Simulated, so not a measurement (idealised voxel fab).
Process module heading - voxel self aligned vias
The width of the displayed cross-section, cut, is 235 nm; its cells are square, with a size of 5 nm.
In what follows, cross-sections appear as grids of square cells, described through bands that run from the top down, where every band is one or more rows of cells.
The band entry comprises the height of the band's top followed by the height of its bottom, expressed in nm, and subsequently the band's materials from left to right, each stated together with its width in nm. Where a single material is marked with the word "all across", that material fills the band from edge to edge. The word "blank" represents empty space.
Zero point of the height axis is 0; under it, received wafer = one material. Lowest band: continues down indefinitely, "0 and below".
Per-row width for "30->40": begins at first number (top row of band), ends at second number (bottom row), increment between rows held constant.
When a step is marked "nothing got changed", none of the cells in the cross-section changed during that step.
Listed in "Fully sealed cavities": every empty space of 8 or more cells without an open way to the top. Form: width x height at distance, the distance being from the left edge, all in nm.
If you see something after the settings on a step's line, that's the simulator's own remark about that step.
If you see "overlay nm" on a step's line and that step has a mask, it's telling you how far right of where it was planned the mask ended up; a negative number means it went left instead.

These are the steps we planned for the process
1: RECEIVE: material Si
2: CONFORMAL_DEP: material SiO2, thk nm 10
3: CONFORMAL_DEP: material SiCN, thk nm 5
4: DIRECTIONAL_DEP: material lowk, thk nm 25
5: DIRECTIONAL_DEP: material aC, thk nm 15
6: PATTERN: tone open, mask id LINES, material resist, width nm 20, pitch nm 50, thk nm 35, overlay nm 0
7: DIRECTIONAL_ETCH: etch materials aC, depth nm 15
8: STRIP: etch materials resist
9: DIRECTIONAL_ETCH: etch materials lowk, depth nm 25
10: STRIP: etch materials aC
11: CONFORMAL_DEP: material TiN, thk nm 5
12: FILL_DEP: material Ru, thk nm 5
13: CMP: height nm 40
14: SELECTIVE_ETCH: etch materials W Ru TiN, depth nm 5
15: FILL_DEP: material SiN, thk nm 5
16: CMP: height nm 40
17: DIRECTIONAL_DEP: material lowk, thk nm 20
18: DIRECTIONAL_DEP: material aC, thk nm 15
19: PATTERN: tone open, mask id VIAS, material resist, width nm 30, thk nm 30, overlay nm 0
20: DIRECTIONAL_ETCH: etch materials aC, depth nm 15
21: STRIP: etch materials resist
22: DIRECTIONAL_ETCH: etch materials lowk, depth nm 20
23: DIRECTIONAL_ETCH: etch materials SiN, depth nm 5
24: STRIP: etch materials aC
25: CONFORMAL_DEP: material TiN, thk nm 5
26: FILL_DEP: material Ru, thk nm 5
27: CMP: height nm 60
28: CONFORMAL_DEP: material SiCN, thk nm 5

As-received state of the wafer in cross-section, equivalent to post-step 1
  0 and below | Si all across
  Fully sealed cavities: none

End-of-module cross-section. Starting structure and process plan as above; one mistake made in running it
  65 down to 60 | SiCN all across
  60 down to 45 | lowk 75; TiN 5; Ru 20; TiN 5; lowk 130
  45 down to 40 | lowk 75; TiN 10; Ru 10; TiN 10; lowk 130
  40 down to 35 | lowk 80; TiN 20; lowk 30; SiN 20; lowk 85
  35 down to 25 | lowk 80; TiN 5; Ru 10; TiN 5; lowk 30; TiN 5; Ru 10; TiN 5; lowk 85
  25 down to 20 | lowk 80; TiN 20; lowk 30; TiN 20; lowk 85
  20 down to 15 | SiCN all across
  15 down to 0 | SiO2 all across
  0 and below | Si all across
  Fully sealed cavities: none
Run error: step 2 was run on a setting that differed from the plan, and what really ran there is CONFORMAL_DEP: material SiO2, thk nm 15
